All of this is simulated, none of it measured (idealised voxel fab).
This is a process module. Its name is voxel wiring stack.
Pictured: cross-section cut, 200 nm wide, on a grid of 5 nm square cells.
Heads up, the way a cross-section reads in here is a grid of square cells, handed over as bands from the top down, with every band being one or more rows of cells. A band entry consists of two parts. The first gives the height of the band's top and the height of its bottom, in nm. The rest lists the band's materials from left to right, each with its width in nm. A single material labelled with the word "edge to edge" fills the band from edge to edge, and the word "blank" marks empty space. Measure heights from 0. That's the level where, below it, the as-received wafer is all one material. The lowest band is bottomless and extends downward; write it as in "top 0, no bottom". Note: "30->40" means the width goes from the first number (top row of the band) to the second number (bottom row) in equal steps per row of cells. What does "remained the same" mean for a step? It means no cell of the cross-section changed in that step. Listed in "Sealed void inventory": every empty space of 8 or more cells without an open way to the top. Form: width x height at distance, the distance being from the left edge, all in nm. That trailing text on a step's line, after the settings, is the simulator's own remark on the step. A step line may carry the setting "overlay nm", which, for steps involving a mask, states the distance by which the mask lay to the right of its intended position; negative values denote displacement to the left.

## Planned process steps
1) RECEIVE, material Si
2) CONFORMAL_DEP, material SiO2, thk nm 10
3) CONFORMAL_DEP, material SiN, thk nm 5
4) DIRECTIONAL_DEP, material SiO2, thk nm 25
5) MASKED_ETCH, tone open, mask id METAL_1, width nm 25, pitch nm 55, etch materials SiO2, depth nm 25, overlay nm 0
6) MASKED_ETCH, tone open, mask id METAL_1, width nm 25, pitch nm 55, etch materials SiN, depth nm 5, overlay nm 0
7) CONFORMAL_DEP, material TiN, thk nm 5
8) FILL_DEP, material W, thk nm 5
9) CMP, height nm 40
10) EPI, material Ru, thk nm 5
11) FILL_DEP, material SiCN, thk nm 5
12) DIRECTIONAL_DEP, material lowk, thk nm 25
13) PATTERN, tone open, mask id METAL_2, material resist, width nm 25, pitch nm 55, thk nm 15, overlay nm 0
14) DIRECTIONAL_ETCH, etch materials lowk, depth nm 15
15) STRIP, etch materials resist
16) MASKED_ETCH, tone open, mask id METAL_2_HOLES, width nm 15, pitch nm 55, etch materials lowk, depth nm 10, overlay nm 0
17) MASKED_ETCH, tone open, mask id METAL_2_HOLES, width nm 15, pitch nm 55, etch materials SiCN, depth nm 5, overlay nm 0
18) CONFORMAL_DEP, material TiN, thk nm 5
19) FILL_DEP, material Cu, thk nm 5
20) CMP, height nm 75
21) CONFORMAL_DEP, material SiN, thk nm 5

## So, the first of our two wafers, run just as we planned it

## Cross-section of the wafer at receipt, which is the condition after step 1
    top 0, no bottom = Si edge to edge
    Sealed void inventory: none

## Wafer xsec, post step 2
    top 10, bottom 0 = SiO2 edge to edge
    At heights below 0, the structure remains unaltered.

## Wafer xsec, post step 3
    top 15, bottom 10 = SiN edge to edge
    At heights below 10, the structure remains unaltered.

## Wafer xsec, post step 4
    top 40, bottom 15 = SiO2 edge to edge
    At heights below 15, the structure remains unaltered.

## Wafer xsec, post step 5
    top 40, bottom 15 = SiO2: 60, then blank: 25, then SiO2: 30, then blank: 25, then SiO2: 60
    At heights below 15, the structure remains unaltered.

## Wafer xsec, post step 6
    top 40, bottom 15 = SiO2: 60, then blank: 25, then SiO2: 30, then blank: 25, then SiO2: 60
    top 15, bottom 10 = SiN: 60, then blank: 25, then SiN: 30, then blank: 25, then SiN: 60
    At heights below 10, the structure remains unaltered.

## Wafer xsec, post step 7
    top 45, bottom 40 = TiN: 65, then blank: 15, then TiN: 40, then blank: 15, then TiN: 65
    top 40, bottom 15 = SiO2: 60, then TiN: 5, then blank: 15, then TiN: 5, then SiO2: 30, then TiN: 5, then blank: 15, then TiN: 5, then SiO2: 60
    top 15, bottom 10 = SiN: 60, then TiN: 25, then SiN: 30, then TiN: 25, then SiN: 60
    At heights below 10, the structure remains unaltered.

## Wafer xsec, post step 8
    top 50, bottom 45 = W edge to edge
    top 45, bottom 40 = TiN: 65, then W: 15, then TiN: 40, then W: 15, then TiN: 65
    top 40, bottom 15 = SiO2: 60, then TiN: 5, then W: 15, then TiN: 5, then SiO2: 30, then TiN: 5, then W: 15, then TiN: 5, then SiO2: 60
    At heights below 15, the structure remains unaltered.

## Wafer xsec, post step 9
    top 40, bottom 15 = SiO2: 60, then TiN: 5, then W: 15, then TiN: 5, then SiO2: 30, then TiN: 5, then W: 15, then TiN: 5, then SiO2: 60
    At heights below 15, the structure remains unaltered.

## Wafer xsec, post step 10
    top 45, bottom 40 = blank: 55, then Ru: 35, then blank: 20, then Ru: 35, then blank: 55
    At heights below 40, the structure remains unaltered.

## Wafer xsec, post step 11
    top 50, bottom 45 = SiCN edge to edge
    top 45, bottom 40 = SiCN: 55, then Ru: 35, then SiCN: 20, then Ru: 35, then SiCN: 55
    At heights below 40, the structure remains unaltered.

## Wafer xsec, post step 12
    top 75, bottom 50 = lowk edge to edge
    At heights below 50, the structure remains unaltered.

## Wafer xsec, post step 13
    top 90, bottom 75 = resist: 60, then blank: 25, then resist: 30, then blank: 25, then resist: 60
    At heights below 75, the structure remains unaltered.

## Wafer xsec, post step 14
    top 90, bottom 75 = resist: 60, then blank: 25, then resist: 30, then blank: 25, then resist: 60
    top 75, bottom 60 = lowk: 60, then blank: 25, then lowk: 30, then blank: 25, then lowk: 60
    At heights below 60, the structure remains unaltered.

## Wafer xsec, post step 15
    top 75, bottom 60 = lowk: 60, then blank: 25, then lowk: 30, then blank: 25, then lowk: 60
    At heights below 60, the structure remains unaltered.

## Wafer xsec, post step 16
    top 75, bottom 60 = lowk: 60, then blank: 25, then lowk: 30, then blank: 25, then lowk: 60
    top 60, bottom 50 = lowk: 60, then blank: 15, then lowk: 40, then blank: 15, then lowk: 70
    At heights below 50, the structure remains unaltered.

## Wafer xsec, post step 17
    top 75, bottom 60 = lowk: 60, then blank: 25, then lowk: 30, then blank: 25, then lowk: 60
    top 60, bottom 50 = lowk: 60, then blank: 15, then lowk: 40, then blank: 15, then lowk: 70
    top 50, bottom 45 = SiCN: 60, then blank: 15, then SiCN: 40, then blank: 15, then SiCN: 70
    At heights below 45, the structure remains unaltered.

## Wafer xsec, post step 18
    top 80, bottom 75 = TiN: 65, then blank: 15, then TiN: 40, then blank: 15, then TiN: 65
    top 75, bottom 65 = lowk: 60, then TiN: 5, then blank: 15, then TiN: 5, then lowk: 30, then TiN: 5, then blank: 15, then TiN: 5, then lowk: 60
    top 65, bottom 60 = lowk: 60, then TiN: 5, then blank: 5, then TiN: 15, then lowk: 30, then TiN: 5, then blank: 5, then TiN: 15, then lowk: 60
    top 60, bottom 50 = lowk: 60, then TiN: 5, then blank: 5, then TiN: 5, then lowk: 40, then TiN: 5, then blank: 5, then TiN: 5, then lowk: 70
    top 50, bottom 45 = SiCN: 60, then TiN: 15, then SiCN: 40, then TiN: 15, then SiCN: 70
    At heights below 45, the structure remains unaltered.

## Wafer xsec, post step 19
    top 85, bottom 80 = Cu edge to edge
    top 80, bottom 75 = TiN: 65, then Cu: 15, then TiN: 40, then Cu: 15, then TiN: 65
    top 75, bottom 65 = lowk: 60, then TiN: 5, then Cu: 15, then TiN: 5, then lowk: 30, then TiN: 5, then Cu: 15, then TiN: 5, then lowk: 60
    top 65, bottom 60 = lowk: 60, then TiN: 5, then Cu: 5, then TiN: 15, then lowk: 30, then TiN: 5, then Cu: 5, then TiN: 15, then lowk: 60
    top 60, bottom 50 = lowk: 60, then TiN: 5, then Cu: 5, then TiN: 5, then lowk: 40, then TiN: 5, then Cu: 5, then TiN: 5, then lowk: 70
    At heights below 50, the structure remains unaltered.

## Wafer xsec, post step 20
    top 75, bottom 65 = lowk: 60, then TiN: 5, then Cu: 15, then TiN: 5, then lowk: 30, then TiN: 5, then Cu: 15, then TiN: 5, then lowk: 60
    At heights below 65, the structure remains unaltered.

## Wafer xsec, post step 21
    top 80, bottom 75 = SiN edge to edge
    At heights below 75, the structure remains unaltered.

## second wafer: like start, like plan, one mistake. Through step 2 it matches the first wafer

## Here is the second wafer in cross-section at the point where step 3 of the plan should have been done
    top 35, bottom 0 = SiO2 edge to edge
    At heights below 0, the structure remains unaltered.

## Here is the second wafer in cross-section at the point where step 4 of the plan should have been done
    top 40, bottom 35 = SiN edge to edge
    At heights below 35, the structure remains unaltered.

Here is the second wafer in cross-section at the point where step 5 of the plan should have been done: remained the same

## Here is the second wafer in cross-section at the point where step 6 of the plan should have been done
    top 40, bottom 35 = SiN: 60, then blank: 25, then SiN: 30, then blank: 25, then SiN: 60
    At heights below 35, the structure remains unaltered.

## Here is the second wafer in cross-section at the point where step 7 of the plan should have been done
    top 45, bottom 40 = TiN: 65, then blank: 15, then TiN: 40, then blank: 15, then TiN: 65
    top 40, bottom 35 = SiN: 60, then TiN: 25, then SiN: 30, then TiN: 25, then SiN: 60
    At heights below 35, the structure remains unaltered.

## Here is the second wafer in cross-section at the point where step 8 of the plan should have been done
    top 50, bottom 45 = W edge to edge
    top 45, bottom 40 = TiN: 65, then W: 15, then TiN: 40, then W: 15, then TiN: 65
    At heights below 40, the structure remains unaltered.

## Here is the second wafer in cross-section at the point where step 9 of the plan should have been done
    top 40, bottom 35 = SiN: 60, then TiN: 25, then SiN: 30, then TiN: 25, then SiN: 60
    At heights below 35, the structure remains unaltered.

## Here is the second wafer in cross-section at the point where step 10 of the plan should have been done
    top 45, bottom 40 = blank: 55, then Ru: 35, then blank: 20, then Ru: 35, then blank: 55
    At heights below 40, the structure remains unaltered.

## Here is the second wafer in cross-section at the point where step 11 of the plan should have been done
    top 50, bottom 45 = SiCN edge to edge
    top 45, bottom 40 = SiCN: 55, then Ru: 35, then SiCN: 20, then Ru: 35, then SiCN: 55
    At heights below 40, the structure remains unaltered.

## Here is the second wafer in cross-section at the point where step 12 of the plan should have been done
    top 75, bottom 50 = lowk edge to edge
    At heights below 50, the structure remains unaltered.

## Here is the second wafer in cross-section at the point where step 13 of the plan should have been done
    top 90, bottom 75 = resist: 60, then blank: 25, then resist: 30, then blank: 25, then resist: 60
    At heights below 75, the structure remains unaltered.

## Here is the second wafer in cross-section at the point where step 14 of the plan should have been done
    top 90, bottom 75 = resist: 60, then blank: 25, then resist: 30, then blank: 25, then resist: 60
    top 75, bottom 60 = lowk: 60, then blank: 25, then lowk: 30, then blank: 25, then lowk: 60
    At heights below 60, the structure remains unaltered.

## Here is the second wafer in cross-section at the point where step 15 of the plan should have been done
    top 75, bottom 60 = lowk: 60, then blank: 25, then lowk: 30, then blank: 25, then lowk: 60
    At heights below 60, the structure remains unaltered.

## Here is the second wafer in cross-section at the point where step 16 of the plan should have been done
    top 75, bottom 60 = lowk: 60, then blank: 25, then lowk: 30, then blank: 25, then lowk: 60
    top 60, bottom 50 = lowk: 60, then blank: 15, then lowk: 40, then blank: 15, then lowk: 70
    At heights below 50, the structure remains unaltered.

## Here is the second wafer in cross-section at the point where step 17 of the plan should have been done
    top 75, bottom 60 = lowk: 60, then blank: 25, then lowk: 30, then blank: 25, then lowk: 60
    top 60, bottom 50 = lowk: 60, then blank: 15, then lowk: 40, then blank: 15, then lowk: 70
    top 50, bottom 45 = SiCN: 60, then blank: 15, then SiCN: 40, then blank: 15, then SiCN: 70
    At heights below 45, the structure remains unaltered.

## Here is the second wafer in cross-section at the point where step 18 of the plan should have been done
    top 80, bottom 75 = TiN: 65, then blank: 15, then TiN: 40, then blank: 15, then TiN: 65
    top 75, bottom 65 = lowk: 60, then TiN: 5, then blank: 15, then TiN: 5, then lowk: 30, then TiN: 5, then blank: 15, then TiN: 5, then lowk: 60
    top 65, bottom 60 = lowk: 60, then TiN: 5, then blank: 5, then TiN: 15, then lowk: 30, then TiN: 5, then blank: 5, then TiN: 15, then lowk: 60
    top 60, bottom 50 = lowk: 60, then TiN: 5, then blank: 5, then TiN: 5, then lowk: 40, then TiN: 5, then blank: 5, then TiN: 5, then lowk: 70
    top 50, bottom 45 = SiCN: 60, then TiN: 15, then SiCN: 40, then TiN: 15, then SiCN: 70
    At heights below 45, the structure remains unaltered.

## Here is the second wafer in cross-section at the point where step 19 of the plan should have been done
    top 85, bottom 80 = Cu edge to edge
    top 80, bottom 75 = TiN: 65, then Cu: 15, then TiN: 40, then Cu: 15, then TiN: 65
    top 75, bottom 65 = lowk: 60, then TiN: 5, then Cu: 15, then TiN: 5, then lowk: 30, then TiN: 5, then Cu: 15, then TiN: 5, then lowk: 60
    top 65, bottom 60 = lowk: 60, then TiN: 5, then Cu: 5, then TiN: 15, then lowk: 30, then TiN: 5, then Cu: 5, then TiN: 15, then lowk: 60
    top 60, bottom 50 = lowk: 60, then TiN: 5, then Cu: 5, then TiN: 5, then lowk: 40, then TiN: 5, then Cu: 5, then TiN: 5, then lowk: 70
    At heights below 50, the structure remains unaltered.

## Here is the second wafer in cross-section at the point where step 20 of the plan should have been done
    top 75, bottom 65 = lowk: 60, then TiN: 5, then Cu: 15, then TiN: 5, then lowk: 30, then TiN: 5, then Cu: 15, then TiN: 5, then lowk: 60
    At heights below 65, the structure remains unaltered.

## Here is the second wafer in cross-section at the point where step 21 of the plan should have been done
    top 80, bottom 75 = SiN edge to edge
    At heights below 75, the structure remains unaltered.
What was done differently from what was planned? the executed order of steps 3 and 4 is the reverse of that specified in the plan, each step having taken the other's position
Final cells, second wafer relative to first, materials higher or lower: SiO2 +50 | TiN -20 | W -30
